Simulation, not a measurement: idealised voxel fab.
Title: Process Module voxel self aligned vias
It is cross-section cut that appears here, measuring 210 nm in width, its square cells being 5 nm in size.
Reading order for cross-sections: top band down to bottom band. Underlying form: a grid of square cells. Band size: one or more rows of cells.
This entry defines a band. It first specifies the height of the band's top and the height of its bottom in nm, and then specifies the band's materials from left to right, stating each material with its width in nm. The word "edge to edge" identifies a single material that fills the band from edge to edge, while the word "blank" identifies empty space.
We count height from 0. Below that, the starting wafer is all one material. The lowest band never ends at the bottom but goes on down; see "from 0 down" for how that is written.
A width given as "30..40" starts at the first number in the band's top row and ends at the second number in its bottom row, shifting by an equal amount at every step from row to row.
The cross-section has no changed cell in any step marked "nothing was modified".
The list in "Sealed internal voids" covers empty spaces of 8 cells or more that cannot reach the top through any open way, and it gives each as width x height at distance; the distance is from the left edge, and width, height and distance are in nm.
What comes after the settings on a step's line is commentary from the simulator itself on that step.
Each step line may optionally specify "overlay nm", which for a step with a mask gives the rightward distance between the mask's planned place and where it lay, a negative value indicating the leftward direction.
[Listed below are the process steps as planned]
step 1: RECEIVE,material Si
step 2: CONFORMAL_DEP,material SiO2,thk nm 15
step 3: CONFORMAL_DEP,material SiCN,thk nm 5
step 4: DIRECTIONAL_DEP,material SiO2,thk nm 20
step 5: PATTERN,tone open,mask id LINES,material resist,width nm 20,pitch nm 55,thk nm 15,overlay nm 0
step 6: DIRECTIONAL_ETCH,etch materials SiO2,depth nm 20
step 7: STRIP,etch materials resist
step 8: CONFORMAL_DEP,material TiN,thk nm 5
step 9: FILL_DEP,material Ru,thk nm 5
step 10: CMP,height nm 40
step 11: SELECTIVE_ETCH,etch materials W Ru TiN,depth nm 10
step 12: FILL_DEP,material SiN,thk nm 10
step 13: CMP,height nm 40
step 14: DIRECTIONAL_DEP,material SiO2,thk nm 20
step 15: MASKED_ETCH,tone open,mask id VIAS,width nm 40,pitch nm 110,etch materials SiO2,depth nm 20,overlay nm 0
step 16: MASKED_ETCH,tone open,mask id VIAS,width nm 40,pitch nm 110,etch materials SiN,depth nm 10,overlay nm 0
step 17: CONFORMAL_DEP,material TiN,thk nm 5
step 18: FILL_DEP,material Cu,thk nm 10
step 19: CMP,height nm 60
step 20: CONFORMAL_DEP,material SiCN,thk nm 5
[Here's what the wafer looked like in cross-section when it arrived - that's after step 1]
* from 0 down = Si edge to edge
* Sealed internal voids: none
[Cross-sectional view of the first of the two wafers upon completion of the module, processed in accordance with the plan]
* from 65 to 60 = SiCN edge to edge
* from 60 to 45 = 30 of SiO2, 5 of TiN, 30 of Cu, 5 of TiN, 70 of SiO2, 5 of TiN, 30 of Cu, 5 of TiN, 30 of SiO2
* from 45 to 40 = 30 of SiO2, 15 of TiN, 10 of Cu, 15 of TiN, 70 of SiO2, 15 of TiN, 10 of Cu, 15 of TiN, 30 of SiO2
* from 40 to 35 = 40 of SiO2, 5 of TiN, 10 of Cu, 5 of TiN, 35 of SiO2, 20 of SiN, 35 of SiO2, 5 of TiN, 10 of Cu, 5 of TiN, 40 of SiO2
* from 35 to 30 = 40 of SiO2, 20 of TiN, 35 of SiO2, 20 of SiN, 35 of SiO2, 20 of TiN, 40 of SiO2
* from 30 to 25 = 40 of SiO2, 5 of TiN, 10 of Ru, 5 of TiN, 35 of SiO2, 5 of TiN, 10 of Ru, 5 of TiN, 35 of SiO2, 5 of TiN, 10 of Ru, 5 of TiN, 40 of SiO2
* from 25 to 20 = 40 of SiO2, 20 of TiN, 35 of SiO2, 20 of TiN, 35 of SiO2, 20 of TiN, 40 of SiO2
* from 20 to 15 = SiCN edge to edge
* from 15 to 0 = SiO2 edge to edge
* from 0 down = Si edge to edge
* Sealed internal voids: none
[End-of-module cross-section of the second wafer: identical starting point and process plan to the first, with one processing mistake]
* from 65 to 60 = SiCN edge to edge
* from 60 to 45 = 30 of SiO2, 5 of TiN, 30 of Cu, 5 of TiN, 70 of SiO2, 5 of TiN, 30 of Cu, 5 of TiN, 30 of SiO2
* from 45 to 40 = 30 of SiO2, 5 of TiN, 10 of Cu, 25 of TiN, 70 of SiO2, 5 of TiN, 10 of Cu, 25 of TiN, 30 of SiO2
* from 40 to 35 = 30 of SiO2, 5 of TiN, 10 of Cu, 5 of TiN, 35 of SiO2, 20 of SiN, 35 of SiO2, 5 of TiN, 10 of Cu, 5 of TiN, 50 of SiO2
* from 35 to 30 = 30 of SiO2, 20 of TiN, 35 of SiO2, 20 of SiN, 35 of SiO2, 20 of TiN, 50 of SiO2
* from 30 to 25 = 30 of SiO2, 5 of TiN, 10 of Ru, 5 of TiN, 35 of SiO2, 5 of TiN, 10 of Ru, 5 of TiN, 35 of SiO2, 5 of TiN, 10 of Ru, 5 of TiN, 50 of SiO2
* from 25 to 20 = 30 of SiO2, 20 of TiN, 35 of SiO2, 20 of TiN, 35 of SiO2, 20 of TiN, 50 of SiO2
* from 20 to 15 = SiCN edge to edge
* from 15 to 0 = SiO2 edge to edge
* from 0 down = Si edge to edge
* Sealed internal voids: none
Heads up, the wafer didn't run the way we planned it: not per plan at step 5, really ran PATTERN,tone open,mask id LINES,material resist,width nm 20,pitch nm 55,thk nm 15,overlay nm -10
Same inventory, different map: at the end, the second wafer holds as many cells of each material as the first, placed elsewhere.
